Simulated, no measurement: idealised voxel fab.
voxel capacitor over wiring: a process module
This is section cut - it's 280 nm across, gridded in 5 nm square cells.
In this document a cross-section is written as a grid of square cells. It is given as a series of bands, listed from the top down, and a band is one or more rows of cells. Top, bottom (nm), then materials left to right with widths (nm); lone material tagged "edge to edge" fills the whole band edge to edge; "blank" = empty space. Zero point of the height axis is 0; under it, received wafer = one material. Lowest band: continues down indefinitely, "0 nm and below". It should be noted that a width expressed as "30 to 40" varies in equal increments from row to row of cells within the band, taking the value of the first number at the top row and that of the second number at the bottom row. Any step labelled "nothing different" changed none of the cells in the cross-section. "Fully closed voids" - sealed voids, min. 8 cells, no opening to top; format: width x height at distance (distance from left edge; nm throughout). What comes after the settings on a step's line is commentary from the simulator itself on that step. The line of a step may include "overlay nm". On a step with a mask, this value is how far to the right of its planned place the mask lay. A negative value means the mask lay to the left.
-- These are the steps we planned for the process
step 1: RECEIVE | material Si
step 2: CONFORMAL_DEP | material SiO2 | thk nm 10
step 3: DIRECTIONAL_DEP | material TiN | thk nm 5
step 4: DIRECTIONAL_DEP | material Ru | thk nm 15
step 5: PATTERN | tone cover | mask id METAL_1 | material resist | width nm 25 | pitch nm 80 | thk nm 20 | overlay nm 0
step 6: DIRECTIONAL_ETCH | etch materials Ru | depth nm 15
step 7: DIRECTIONAL_ETCH | etch materials TiN | depth nm 5
step 8: STRIP | etch materials resist
step 9: CONFORMAL_DEP | material SiN | thk nm 5
step 10: FILL_DEP | material SiO2 | thk nm 10
step 11: CMP | height nm 30
step 12: CONFORMAL_DEP | material SiCN | thk nm 5
step 13: DIRECTIONAL_DEP | material lowk | thk nm 10
step 14: DIRECTIONAL_DEP | material aC | thk nm 15
step 15: PATTERN | tone open | mask id PLUG_1 | material resist | width nm 15 | thk nm 35 | overlay nm 0
step 16: DIRECTIONAL_ETCH | etch materials aC | depth nm 15
step 17: STRIP | etch materials resist
step 18: DIRECTIONAL_ETCH | etch materials lowk | depth nm 10
step 19: DIRECTIONAL_ETCH | etch materials SiCN | depth nm 5
step 20: STRIP | etch materials aC
step 21: CONFORMAL_DEP | material TiN | thk nm 5
step 22: FILL_DEP | material W | thk nm 10
step 23: CMP | height nm 45
step 24: DIRECTIONAL_DEP | material TiN | thk nm 10
step 25: DIRECTIONAL_DEP | material Al2O3 | thk nm 5
step 26: DIRECTIONAL_DEP | material TiN | thk nm 10
step 27: PATTERN | tone cover | mask id UPPER_PLATE | material resist | width nm 60 | thk nm 15 | overlay nm 0
step 28: DIRECTIONAL_ETCH | etch materials TiN | depth nm 10
step 29: DIRECTIONAL_ETCH | etch materials Al2O3 | depth nm 5
step 30: STRIP | etch materials resist
step 31: MASKED_ETCH | tone cover | mask id LOWER_PLATE | width nm 70 | etch materials TiN | depth nm 10 | overlay nm 0
step 32: FILL_DEP | material SiO2 | thk nm 20
step 33: CMP | height nm 85
step 34: PATTERN | tone open | mask id PLUG_2 | material resist | width nm 15 | thk nm 15 | overlay nm 0
step 35: DIRECTIONAL_ETCH | etch materials SiO2 | depth nm 15
step 36: STRIP | etch materials resist
step 37: CONFORMAL_DEP | material TiN | thk nm 5
step 38: FILL_DEP | material Ru | thk nm 10
step 39: CMP | height nm 85
step 40: CONFORMAL_DEP | material SiCN | thk nm 5
-- Received-state cross-section, reflecting completion of step 1
> 0 nm and below  Si edge to edge
> Fully closed voids: none
-- End-of-module cross-section of the first of two wafers, processed as planned
> 90 nm to 85 nm  SiCN edge to edge
> 85 nm to 75 nm  105 SiO2; 5 TiN; 5 Ru; 5 TiN; 160 SiO2
> 75 nm to 70 nm  105 SiO2; 15 TiN; 160 SiO2
> 70 nm to 60 nm  95 SiO2; 60 TiN; 125 SiO2
> 60 nm to 55 nm  95 SiO2; 60 Al2O3; 125 SiO2
> 55 nm to 45 nm  90 SiO2; 70 TiN; 120 SiO2
> 45 nm to 35 nm  95 lowk; 5 TiN; 5 W; 5 TiN; 170 lowk
> 35 nm to 30 nm  95 SiCN; 15 TiN; 170 SiCN
> 30 nm to 15 nm  80 SiO2; 5 SiN; 25 Ru; 5 SiN; 45 SiO2; 5 SiN; 25 Ru; 5 SiN; 85 SiO2
> 15 nm to 10 nm  85 SiN; 25 TiN; 55 SiN; 25 TiN; 90 SiN
> 10 nm to 0 nm  SiO2 edge to edge
> 0 nm and below  Si edge to edge
> Fully closed voids: none
-- Module end: cross-section of wafer two of two. Same start and process plan as the first wafer. One mistake during execution
> 90 nm to 85 nm  SiCN edge to edge
> 85 nm to 75 nm  105 SiO2; 5 TiN; 5 Ru; 5 TiN; 160 SiO2
> 75 nm to 70 nm  105 SiO2; 15 TiN; 160 SiO2
> 70 nm to 60 nm  90 SiO2; 5 TiN; 60 SiO2; 5 TiN; 120 SiO2
> 60 nm to 55 nm  95 Al2O3; 60 SiO2; 125 Al2O3
> 55 nm to 45 nm  TiN edge to edge
> 45 nm to 35 nm  95 lowk; 5 TiN; 5 W; 5 TiN; 170 lowk
> 35 nm to 30 nm  95 SiCN; 15 TiN; 170 SiCN
> 30 nm to 15 nm  80 SiO2; 5 SiN; 25 Ru; 5 SiN; 45 SiO2; 5 SiN; 25 Ru; 5 SiN; 85 SiO2
> 15 nm to 10 nm  85 SiN; 25 TiN; 55 SiN; 25 TiN; 90 SiN
> 10 nm to 0 nm  SiO2 edge to edge
> 0 nm and below  Si edge to edge
> Fully closed voids: none
Run error: in deviation from the planned setting, step 27 was conducted as PATTERN | tone open | mask id UPPER_PLATE | material resist | width nm 60 | thk nm 15 | overlay nm 0
The final cell counts differ between the wafers, with the second having more or fewer of some materials than the first: Al2O3: 32 more, SiO2: 96 fewer, TiN: 64 more
